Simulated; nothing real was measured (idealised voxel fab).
Process module, titled voxel air gaps
For reference, the cross-section in this document is cut, with width 155 nm and square cells of 5 nm.
We lay out every cross-section as a grid of square cells and spell it out in bands from the top down, where one band means one or more rows of cells.
Basically the band line says how high the top is and how high the bottom is, in nm, and then what's in it from left to right, every material with its width in nm. Empty space shows up as "air", and if a single material carries "throughout" it runs the full band edge to edge.
Height reference: 0 = level under which incoming wafer is all one material. Lowest band: no bottom, runs on downward, e.g. "0 and below".
The width entry "30..40" should be interpreted row by row: the top row of cells in the band takes the first number, the bottom row takes the second number, and the change between adjacent rows is uniform throughout.
A step reported as "nothing different" is a step in which no cell of the cross-section changed.
For the entry "Closed void register", the listed items are empty spaces with no open way to the top whose size is 8 cells or more; each item follows the pattern width x height at distance, where distance is from the left edge and all three are in nm.
On a step's line, text after the settings is the simulator commenting on that step.
overlay nm: right-of-plan distance of the mask on a masked step; negative values mean left-of-plan.

Process steps - plan:
1 RECEIVE (material Si)
2 CONFORMAL_DEP (material SiO2; thk nm 15)
3 CONFORMAL_DEP (material SiN; thk nm 5)
4 DIRECTIONAL_DEP (material lowk; thk nm 35)
5 DIRECTIONAL_DEP (material aC; thk nm 10)
6 PATTERN (tone open; mask id LINES; material resist; width nm 15; pitch nm 40; thk nm 30; overlay nm 0)
7 DIRECTIONAL_ETCH (etch materials aC; depth nm 10)
8 STRIP (etch materials resist)
9 DIRECTIONAL_ETCH (etch materials lowk; depth nm 35)
10 STRIP (etch materials aC)
11 CONFORMAL_DEP (material TiN; thk nm 5)
12 FILL_DEP (material Ru; thk nm 5)
13 CMP (height nm 55)
14 EPI (material Ru; thk nm 10)
15 SELECTIVE_ETCH (etch materials lowk; depth nm 45)
16 CONFORMAL_DEP (material SiN; thk nm 5)

Wafer, first of two, run as planned:

As received, after step 1:
- 0 and below  Si throughout
- Closed void register: none

After step 2: wafer cross-section:
- 15 down to 0  SiO2 throughout
- Heights below 0 show no change.

After step 3: wafer cross-section:
- 20 down to 15  SiN throughout
- Heights below 15 show no change.

After step 4: wafer cross-section:
- 55 down to 20  lowk throughout
- Heights below 20 show no change.

After step 5: wafer cross-section:
- 65 down to 55  aC throughout
- Heights below 55 show no change.

After step 6: wafer cross-section:
- 95 down to 65  resist 30 nm / air 15 nm / resist 25 nm / air 15 nm / resist 25 nm / air 15 nm / resist 30 nm
- Heights below 65 show no change.

After step 7: wafer cross-section:
- 85 down to 65  resist 30 nm / air 15 nm / resist 25 nm / air 15 nm / resist 25 nm / air 15 nm / resist 30 nm
- 65 down to 55  aC 30 nm / air 15 nm / aC 25 nm / air 15 nm / aC 25 nm / air 15 nm / aC 30 nm
- Heights below 55 show no change.

After step 8: wafer cross-section:
- 65 down to 55  aC 30 nm / air 15 nm / aC 25 nm / air 15 nm / aC 25 nm / air 15 nm / aC 30 nm
- Heights below 55 show no change.

After step 9: wafer cross-section:
- 65 down to 55  aC 30 nm / air 15 nm / aC 25 nm / air 15 nm / aC 25 nm / air 15 nm / aC 30 nm
- 55 down to 20  lowk 30 nm / air 15 nm / lowk 25 nm / air 15 nm / lowk 25 nm / air 15 nm / lowk 30 nm
- Heights below 20 show no change.

After step 10: wafer cross-section:
- 55 down to 20  lowk 30 nm / air 15 nm / lowk 25 nm / air 15 nm / lowk 25 nm / air 15 nm / lowk 30 nm
- Heights below 20 show no change.

After step 11: wafer cross-section:
- 60 down to 55  TiN 35 nm / air 5 nm / TiN 35 nm / air 5 nm / TiN 35 nm / air 5 nm / TiN 35 nm
- 55 down to 25  lowk 30 nm / TiN 5 nm / air 5 nm / TiN 5 nm / lowk 25 nm / TiN 5 nm / air 5 nm / TiN 5 nm / lowk 25 nm / TiN 5 nm / air 5 nm / TiN 5 nm / lowk 30 nm
- 25 down to 20  lowk 30 nm / TiN 15 nm / lowk 25 nm / TiN 15 nm / lowk 25 nm / TiN 15 nm / lowk 30 nm
- Heights below 20 show no change.

After step 12: wafer cross-section:
- 65 down to 60  Ru throughout
- 60 down to 55  TiN 35 nm / Ru 5 nm / TiN 35 nm / Ru 5 nm / TiN 35 nm / Ru 5 nm / TiN 35 nm
- 55 down to 25  lowk 30 nm / TiN 5 nm / Ru 5 nm / TiN 5 nm / lowk 25 nm / TiN 5 nm / Ru 5 nm / TiN 5 nm / lowk 25 nm / TiN 5 nm / Ru 5 nm / TiN 5 nm / lowk 30 nm
- Heights below 25 show no change.

After step 13: wafer cross-section:
- 55 down to 25  lowk 30 nm / TiN 5 nm / Ru 5 nm / TiN 5 nm / lowk 25 nm / TiN 5 nm / Ru 5 nm / TiN 5 nm / lowk 25 nm / TiN 5 nm / Ru 5 nm / TiN 5 nm / lowk 30 nm
- Heights below 25 show no change.

After step 14: wafer cross-section:
- 65 down to 55  air 20 nm / Ru 35 nm / air 5 nm / Ru 35 nm / air 5 nm / Ru 35 nm / air 20 nm
- Heights below 55 show no change.

After step 15: wafer cross-section:
- 65 down to 55  air 20 nm / Ru 35 nm / air 5 nm / Ru 35 nm / air 5 nm / Ru 35 nm / air 20 nm
- 55 down to 25  air 30 nm / TiN 5 nm / Ru 5 nm / TiN 5 nm / air 25 nm / TiN 5 nm / Ru 5 nm / TiN 5 nm / air 25 nm / TiN 5 nm / Ru 5 nm / TiN 5 nm / air 30 nm
- 25 down to 20  air 30 nm / TiN 15 nm / air 25 nm / TiN 15 nm / air 25 nm / TiN 15 nm / air 30 nm
- Heights below 20 show no change.

After step 16: wafer cross-section:
- 70 down to 65  air 15 nm / SiN 125 nm / air 15 nm
- 65 down to 55  air 15 nm / SiN 5 nm / Ru 35 nm / SiN 5 nm / Ru 35 nm / SiN 5 nm / Ru 35 nm / SiN 5 nm / air 15 nm
- 55 down to 50  air 15 nm / SiN 15 nm / TiN 5 nm / Ru 5 nm / TiN 5 nm / SiN 25 nm / TiN 5 nm / Ru 5 nm / TiN 5 nm / SiN 25 nm / TiN 5 nm / Ru 5 nm / TiN 5 nm / SiN 15 nm / air 15 nm
- 50 down to 25  air 25 nm / SiN 5 nm / TiN 5 nm / Ru 5 nm / TiN 5 nm / SiN 5 nm / air 15 nm / SiN 5 nm / TiN 5 nm / Ru 5 nm / TiN 5 nm / SiN 5 nm / air 15 nm / SiN 5 nm / TiN 5 nm / Ru 5 nm / TiN 5 nm / SiN 5 nm / air 25 nm
- 25 down to 20  SiN 30 nm / TiN 15 nm / SiN 25 nm / TiN 15 nm / SiN 25 nm / TiN 15 nm / SiN 30 nm
- Heights below 20 show no change.
- Closed void register: 15 x 25 at 50; 15 x 25 at 90

The second wafer began exactly as the first did and followed the same plan, but one mistake was made while running it; through step 5 inclusive, the two wafers are identical:

Cross-section of the second wafer corresponding to the planned conclusion of step 6:
- 95 down to 65  resist 30 nm / air 20 nm / resist 20 nm / air 20 nm / resist 20 nm / air 20 nm / resist 25 nm
- Heights below 65 show no change.

Cross-section of the second wafer corresponding to the planned conclusion of step 7:
- 85 down to 65  resist 30 nm / air 20 nm / resist 20 nm / air 20 nm / resist 20 nm / air 20 nm / resist 25 nm
- 65 down to 55  aC 30 nm / air 20 nm / aC 20 nm / air 20 nm / aC 20 nm / air 20 nm / aC 25 nm
- Heights below 55 show no change.

Cross-section of the second wafer corresponding to the planned conclusion of step 8:
- 65 down to 55  aC 30 nm / air 20 nm / aC 20 nm / air 20 nm / aC 20 nm / air 20 nm / aC 25 nm
- Heights below 55 show no change.

Cross-section of the second wafer corresponding to the planned conclusion of step 9:
- 65 down to 55  aC 30 nm / air 20 nm / aC 20 nm / air 20 nm / aC 20 nm / air 20 nm / aC 25 nm
- 55 down to 20  lowk 30 nm / air 20 nm / lowk 20 nm / air 20 nm / lowk 20 nm / air 20 nm / lowk 25 nm
- Heights below 20 show no change.

Cross-section of the second wafer corresponding to the planned conclusion of step 10:
- 55 down to 20  lowk 30 nm / air 20 nm / lowk 20 nm / air 20 nm / lowk 20 nm / air 20 nm / lowk 25 nm
- Heights below 20 show no change.

Cross-section of the second wafer corresponding to the planned conclusion of step 11:
- 60 down to 55  TiN 35 nm / air 10 nm / TiN 30 nm / air 10 nm / TiN 30 nm / air 10 nm / TiN 30 nm
- 55 down to 25  lowk 30 nm / TiN 5 nm / air 10 nm / TiN 5 nm / lowk 20 nm / TiN 5 nm / air 10 nm / TiN 5 nm / lowk 20 nm / TiN 5 nm / air 10 nm / TiN 5 nm / lowk 25 nm
- 25 down to 20  lowk 30 nm / TiN 20 nm / lowk 20 nm / TiN 20 nm / lowk 20 nm / TiN 20 nm / lowk 25 nm
- Heights below 20 show no change.

Cross-section of the second wafer corresponding to the planned conclusion of step 12:
- 65 down to 60  Ru throughout
- 60 down to 55  TiN 35 nm / Ru 10 nm / TiN 30 nm / Ru 10 nm / TiN 30 nm / Ru 10 nm / TiN 30 nm
- 55 down to 25  lowk 30 nm / TiN 5 nm / Ru 10 nm / TiN 5 nm / lowk 20 nm / TiN 5 nm / Ru 10 nm / TiN 5 nm / lowk 20 nm / TiN 5 nm / Ru 10 nm / TiN 5 nm / lowk 25 nm
- Heights below 25 show no change.

Cross-section of the second wafer corresponding to the planned conclusion of step 13:
- 55 down to 25  lowk 30 nm / TiN 5 nm / Ru 10 nm / TiN 5 nm / lowk 20 nm / TiN 5 nm / Ru 10 nm / TiN 5 nm / lowk 20 nm / TiN 5 nm / Ru 10 nm / TiN 5 nm / lowk 25 nm
- Heights below 25 show no change.

Cross-section of the second wafer corresponding to the planned conclusion of step 14:
- 65 down to 55  air 20 nm / Ru 120 nm / air 15 nm
- Heights below 55 show no change.

Cross-section of the second wafer corresponding to the planned conclusion of step 15:
- 65 down to 55  air 20 nm / Ru 120 nm / air 15 nm
- 55 down to 25  air 30 nm / TiN 5 nm / Ru 10 nm / TiN 5 nm / lowk 20 nm / TiN 5 nm / Ru 10 nm / TiN 5 nm / lowk 20 nm / TiN 5 nm / Ru 10 nm / TiN 5 nm / air 25 nm
- 25 down to 20  air 30 nm / TiN 20 nm / lowk 20 nm / TiN 20 nm / lowk 20 nm / TiN 20 nm / air 25 nm
- Heights below 20 show no change.

Cross-section of the second wafer corresponding to the planned conclusion of step 16:
- 70 down to 65  air 15 nm / SiN 130 nm / air 10 nm
- 65 down to 55  air 15 nm / SiN 5 nm / Ru 120 nm / SiN 5 nm / air 10 nm
- 55 down to 50  air 15 nm / SiN 15 nm / TiN 5 nm / Ru 10 nm / TiN 5 nm / lowk 20 nm / TiN 5 nm / Ru 10 nm / TiN 5 nm / lowk 20 nm / TiN 5 nm / Ru 10 nm / TiN 5 nm / SiN 15 nm / air 10 nm
- 50 down to 25  air 25 nm / SiN 5 nm / TiN 5 nm / Ru 10 nm / TiN 5 nm / lowk 20 nm / TiN 5 nm / Ru 10 nm / TiN 5 nm / lowk 20 nm / TiN 5 nm / Ru 10 nm / TiN 5 nm / SiN 5 nm / air 20 nm
- 25 down to 20  SiN 30 nm / TiN 20 nm / lowk 20 nm / TiN 20 nm / lowk 20 nm / TiN 20 nm / SiN 25 nm
- Heights below 20 show no change.
Deviation from plan: step 6 changed vs plan, executed as PATTERN (tone open; mask id LINES; material resist; width nm 20; pitch nm 40; thk nm 30; overlay nm 0)
Heads up, by the end the second wafer has more or fewer cells of some materials compared to the first: 24 more of Ru | 44 fewer of SiN | 3 more of TiN | 56 more of lowk
Note - end result: 2 closed voids (first wafer), 0 closed voids (second wafer).
